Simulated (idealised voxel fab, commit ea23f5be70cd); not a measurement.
Process module under the name voxel self aligned contacts
The cross-section on display is named cut; it measures 290 nm wide, and its cells are 5 nm squares.
Bands, listed from the top down, are how a cross-section gets written in this document; the cross-section itself is a grid of square cells, and a band is one or more rows of them. The band entry comprises the height of the band's top followed by the height of its bottom, expressed in nm, and subsequently the band's materials from left to right, each stated together with its width in nm. Where a single material is marked with the word "throughout", that material fills the band from edge to edge. The word "empty" represents empty space. Heights are reckoned from 0. Under this level, the received wafer is all of one material. The bottommost band is open-ended downward, for example "0 nm and below". Width spec "30 to 40" -> top row of cells at first value, bottom row at second value, equal per-row change in between. For the purposes of this document, the phrase "remained the same" attached to a step denotes that no cell within the cross-section was modified by that step. For the entry "Enclosed internal cavities", the listed items are empty spaces with no open way to the top whose size is 8 cells or more; each item follows the pattern width x height at distance, where distance is from the left edge and all three are in nm. Note: text after step settings on the step line = simulator remark on that step. overlay nm: where the mask lay relative to plan, measured to the right, on steps with a mask; negatives go left.
HERE'S WHAT THE PLANNED PROCESS STEPS LOOK LIKE
| 1 | RECEIVE: material Si |
| 2 | CONFORMAL_DEP: material SiO2, thk nm 5 |
| 3 | DIRECTIONAL_DEP: material polySi, thk nm 20 |
| 4 | DIRECTIONAL_DEP: material SiN, thk nm 25 |
| 5 | DIRECTIONAL_DEP: material aC, thk nm 15 |
| 6 | PATTERN: tone cover, mask id GATE, material resist, width nm 30, pitch nm 65, thk nm 35, overlay nm 0 |
| 7 | DIRECTIONAL_ETCH: etch materials aC, depth nm 15 |
| 8 | STRIP: etch materials resist |
| 9 | DIRECTIONAL_ETCH: etch materials SiN, depth nm 25 |
| 10 | DIRECTIONAL_ETCH: etch materials polySi, depth nm 20 |
| 11 | STRIP: etch materials aC |
| 12 | CONFORMAL_DEP: material SiN, thk nm 10 |
| 13 | DIRECTIONAL_ETCH: etch materials SiN, depth nm 10 |
| 14 | FILL_DEP: material SiO2, thk nm 15 |
| 15 | CMP: height nm 60 |
| 16 | DIRECTIONAL_DEP: material aC, thk nm 10 |
| 17 | PATTERN: tone open, mask id CONTACT, material resist, width nm 45, pitch nm 65, thk nm 25, overlay nm 0 |
| 18 | DIRECTIONAL_ETCH: etch materials aC, depth nm 10 |
| 19 | STRIP: etch materials resist |
| 20 | DIRECTIONAL_ETCH: etch materials SiO2, depth nm 60 |
| 21 | STRIP: etch materials aC |
| 22 | CONFORMAL_DEP: material TiN, thk nm 5 |
| 23 | FILL_DEP: material Ru, thk nm 10 |
| 24 | CMP: height nm 60 |
| 25 | CONFORMAL_DEP: material SiN, thk nm 5 |
WAFER AS RECEIVED: CROSS-SECTION FOLLOWING STEP 1
0 nm and below: Si throughout
Enclosed internal cavities: none
THE FIRST OF THE TWO WAFERS AS SEEN IN CROSS-SECTION ONCE THE MODULE WAS FINISHED; PROCESSING FOLLOWED THE PLAN
65 nm to 60 nm: SiN throughout
60 nm to 50 nm: SiO2 (90) | TiN (5 to 20) | Ru (35 to 5) | TiN (5 to 20) | SiO2 (20) | TiN (5 to 20) | Ru (35 to 5) | TiN (5 to 20) | SiO2 (90)
50 nm to 25 nm: SiO2 (55) | SiN (50) | TiN (5) | Ru (5) | TiN (5) | SiN (50) | TiN (5) | Ru (5) | TiN (5) | SiN (50) | SiO2 (55)
25 nm to 5 nm: SiO2 (55) | SiN (10) | polySi (30) | SiN (10) | TiN (5) | Ru (5) | TiN (5) | SiN (10) | polySi (30) | SiN (10) | TiN (5) | Ru (5) | TiN (5) | SiN (10) | polySi (30) | SiN (10) | SiO2 (55)
5 nm to 0 nm: SiO2 (105) | TiN (15) | SiO2 (50) | TiN (15) | SiO2 (105)
0 nm and below: Si throughout
Enclosed internal cavities: none
CROSS-SECTION OF THE LATTER OF THE TWO WAFERS AT MODULE COMPLETION. IT HAD AN IDENTICAL START AND AN IDENTICAL PLAN TO THE FORMER; IN RUNNING IT, ONE MISTAKE WAS MADE
65 nm to 60 nm: SiN throughout
60 nm to 50 nm: SiO2 (90) | TiN (5 to 20) | SiN (35 to 5) | TiN (5 to 20) | SiO2 (20) | TiN (5 to 20) | SiN (35 to 5) | TiN (5 to 20) | SiO2 (90)
50 nm to 25 nm: SiO2 (55) | SiN (50) | TiN (5) | SiN (5) | TiN (5) | SiN (50) | TiN (5) | SiN (5) | TiN (5) | SiN (50) | SiO2 (55)
25 nm to 5 nm: SiO2 (55) | SiN (10) | polySi (30) | SiN (10) | TiN (5) | SiN (5) | TiN (5) | SiN (10) | polySi (30) | SiN (10) | TiN (5) | SiN (5) | TiN (5) | SiN (10) | polySi (30) | SiN (10) | SiO2 (55)
5 nm to 0 nm: SiO2 (105) | TiN (15) | SiO2 (50) | TiN (15) | SiO2 (105)
0 nm and below: Si throughout
Enclosed internal cavities: none
Finding, execution versus plan: contrary to plan, step 23 was performed as FILL_DEP: material SiN, thk nm 10
Final difference in cells, second wafer against first, listed per material as more or fewer: 34 fewer of Ru; 34 more of SiN
